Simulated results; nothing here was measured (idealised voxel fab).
voxel ribs on slabs: a process module
Cross-section cut: width 265 nm, square cells of 5 nm.
Format of a cross-section: grid, square cells. Given as bands. Order: top down. Band: one or more rows of cells.
Band: top and bottom heights (nm) first, top before bottom; then materials from left to right, widths in nm. "all across" marks a sole material filling the band edge to edge. "blank" denotes empty space.
Height reference: 0 = level under which incoming wafer is all one material. Lowest band: no bottom, runs on downward, e.g. "z 0 and below".
The two numbers in a width such as "30->40" mark its ends across the band: the first belongs to the top row of cells, the second to the bottom row, and from each row to the next the width moves by the same amount.
Where a step carries "left unchanged", the cross-section came out of it unchanged, cell for cell.
Entry "Sealed internal voids" = empty spaces >= 8 cells with no open way to the top; each as width x height at distance, distance from left edge, all nm.
Anything after a step's settings on that line? It's the simulator's own note about the step.
overlay nm: mask offset rightward from planned place, masked step; negative means leftward offset.

Listed below are the process steps as planned:
1. RECEIVE | material Si
2. DIRECTIONAL_DEP | material SiO2 | thk nm 25
3. DIRECTIONAL_DEP | material polySi | thk nm 15
4. PATTERN | tone cover | mask id RIB | material resist | width nm 30 | thk nm 20 | overlay nm 0
5. DIRECTIONAL_ETCH | etch materials polySi | depth nm 5
6. STRIP | etch materials resist
7. PATTERN | tone cover | mask id SLAB | material resist | width nm 70 | thk nm 15 | overlay nm 0
8. DIRECTIONAL_ETCH | etch materials polySi | depth nm 10
9. STRIP | etch materials resist
10. FILL_DEP | material SiO2 | thk nm 15
11. CMP | height nm 50
12. DIRECTIONAL_DEP | material TiN | thk nm 5
13. DIRECTIONAL_DEP | material aC | thk nm 15
14. PATTERN | tone cover | mask id HEATER | material resist | width nm 40 | thk nm 35 | overlay nm 0
15. DIRECTIONAL_ETCH | etch materials aC | depth nm 15
16. STRIP | etch materials resist
17. DIRECTIONAL_ETCH | etch materials TiN | depth nm 5
18. STRIP | etch materials aC
19. CONFORMAL_DEP | material SiO2 | thk nm 10

As received, after step 1:
> z 0 and below = Si all across
> Sealed internal voids: none

Sectioned view, first of two wafers, at the close of the module, processed as intended in the plan:
> z 65 to 60 = 100 nm blank; 60 nm SiO2; 105 nm blank
> z 60 to 55 = SiO2 all across
> z 55 to 50 = 110 nm SiO2; 40 nm TiN; 115 nm SiO2
> z 50 to 40 = SiO2 all across
> z 40 to 35 = 115 nm SiO2; 30 nm polySi; 120 nm SiO2
> z 35 to 25 = 95 nm SiO2; 70 nm polySi; 100 nm SiO2
> z 25 to 0 = SiO2 all across
> z 0 and below = Si all across
> Sealed internal voids: none

Cross-sectional image of the second wafer of the two following completion of the module. Starting state and process plan were the same as for the first wafer; one execution error occurred:
> z 65 to 60 = 100 nm blank; 60 nm SiO2; 105 nm blank
> z 60 to 55 = SiO2 all across
> z 55 to 50 = 110 nm SiO2; 40 nm TiN; 115 nm SiO2
> z 50 to 40 = SiO2 all across
> z 40 to 35 = 110 nm SiO2; 30 nm polySi; 125 nm SiO2
> z 35 to 25 = 95 nm SiO2; 70 nm polySi; 100 nm SiO2
> z 25 to 0 = SiO2 all across
> z 0 and below = Si all across
> Sealed internal voids: none
So what did we get wrong on this run? step 4 was run on a setting that differed from the plan, and what really ran there is PATTERN | tone cover | mask id RIB | material resist | width nm 30 | thk nm 20 | overlay nm -5
at the end the second wafer has, in cells: as many of each material as the first, in other places
